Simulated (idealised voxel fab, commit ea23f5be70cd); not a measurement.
Documented hereafter: the process module known as voxel self aligned contacts.
cross-section cut | 215 nm wide | cells 5 nm
Bands, listed from the top down, are how a cross-section gets written in this document; the cross-section itself is a grid of square cells, and a band is one or more rows of them.
Per band: top height and bottom height in nm, followed by the left-to-right materials and their widths in nm; "throughout" marks a single material spanning edge to edge, "air" marks empty space.
Counting heights begins at 0, where everything beneath is, in the wafer as received, one material. The lowest band has no bottom; it goes on downwards, as "0 down" shows.
Think of "30..40" as a width that walks from the first number to the second as you go down the band, top row to bottom row, taking equal-sized steps from row to row.
Key: "remains unaltered" - step with no changed cell in the cross-section.
You'll see "Enclosed void list" listing empty spaces that have no way open to the top, as long as they're 8 cells or more; the notation is width x height at distance, where the distance is from the left edge, and all of it is in nm.
Note: text after step settings on the step line = simulator remark on that step.
"overlay nm" on a masked step: distance the mask lay right of its planned place, negative for left.

### This section lists the process steps that were planned
- 1: RECEIVE [material Si]
- 2: CONFORMAL_DEP [material SiO2] [thk nm 5]
- 3: DIRECTIONAL_DEP [material polySi] [thk nm 20]
- 4: DIRECTIONAL_DEP [material SiN] [thk nm 25]
- 5: MASKED_ETCH [tone cover] [mask id GATE] [width nm 25] [pitch nm 65] [etch materials SiN] [depth nm 25] [overlay nm 0]
- 6: MASKED_ETCH [tone cover] [mask id GATE] [width nm 25] [pitch nm 65] [etch materials polySi] [depth nm 20] [overlay nm 0]
- 7: CONFORMAL_DEP [material SiN] [thk nm 10]
- 8: DIRECTIONAL_ETCH [etch materials SiN] [depth nm 10]
- 9: FILL_DEP [material SiO2] [thk nm 20]
- 10: CMP [height nm 60]
- 11: DIRECTIONAL_DEP [material aC] [thk nm 15]
- 12: PATTERN [tone open] [mask id CONTACT] [material resist] [width nm 50] [pitch nm 65] [thk nm 35] [overlay nm 0]
- 13: DIRECTIONAL_ETCH [etch materials aC] [depth nm 15]
- 14: STRIP [etch materials resist]
- 15: DIRECTIONAL_ETCH [etch materials SiO2] [depth nm 60]
- 16: STRIP [etch materials aC]
- 17: CONFORMAL_DEP [material TiN] [thk nm 5]
- 18: FILL_DEP [material Ru] [thk nm 5]
- 19: CMP [height nm 60]
- 20: CONFORMAL_DEP [material SiCN] [thk nm 5]

### Incoming wafer in cross-section (state: after step 1)
> 0 down = Si throughout
> Enclosed void list: none

### First of two wafers, end-of-module section, run followed plan
> 65 to 60 = SiCN throughout
> 60 to 50 = SiO2 50 nm; TiN 5..20 nm; Ru 40..10 nm; TiN 5..20 nm; SiO2 15 nm; TiN 5..20 nm; Ru 40..10 nm; TiN 5..20 nm; SiO2 50 nm
> 50 to 25 = SiO2 20 nm; SiN 45 nm; TiN 5 nm; Ru 10 nm; TiN 5 nm; SiN 45 nm; TiN 5 nm; Ru 10 nm; TiN 5 nm; SiN 45 nm; SiO2 20 nm
> 25 to 5 = SiO2 20 nm; SiN 10 nm; polySi 25 nm; SiN 10 nm; TiN 5 nm; Ru 10 nm; TiN 5 nm; SiN 10 nm; polySi 25 nm; SiN 10 nm; TiN 5 nm; Ru 10 nm; TiN 5 nm; SiN 10 nm; polySi 25 nm; SiN 10 nm; SiO2 20 nm
> 5 to 0 = SiO2 65 nm; TiN 20 nm; SiO2 45 nm; TiN 20 nm; SiO2 65 nm
> 0 down = Si throughout
> Enclosed void list: none

### Now the second wafer, cross-sectioned at the end of the module. Nothing different at the start, nothing different in the plan compared with the first, just one mistake when it was actually run
> 55 to 50 = SiCN throughout
> 50 to 25 = SiO2 20 nm; SiN 45 nm; TiN 5 nm; Ru 10 nm; TiN 5 nm; SiN 45 nm; TiN 5 nm; Ru 10 nm; TiN 5 nm; SiN 45 nm; SiO2 20 nm
> 25 to 5 = SiO2 20 nm; SiN 10 nm; polySi 25 nm; SiN 10 nm; TiN 5 nm; Ru 10 nm; TiN 5 nm; SiN 10 nm; polySi 25 nm; SiN 10 nm; TiN 5 nm; Ru 10 nm; TiN 5 nm; SiN 10 nm; polySi 25 nm; SiN 10 nm; SiO2 20 nm
> 5 to 0 = SiO2 65 nm; TiN 20 nm; SiO2 45 nm; TiN 20 nm; SiO2 65 nm
> 0 down = Si throughout
> Enclosed void list: none
Want to know what went wrong? step 19 changed vs plan, executed as CMP [height nm 50]
Count the cells at the end and the second wafer has more or fewer of some materials than the first: Ru: 20 fewer; SiO2: 46 fewer; TiN: 20 fewer
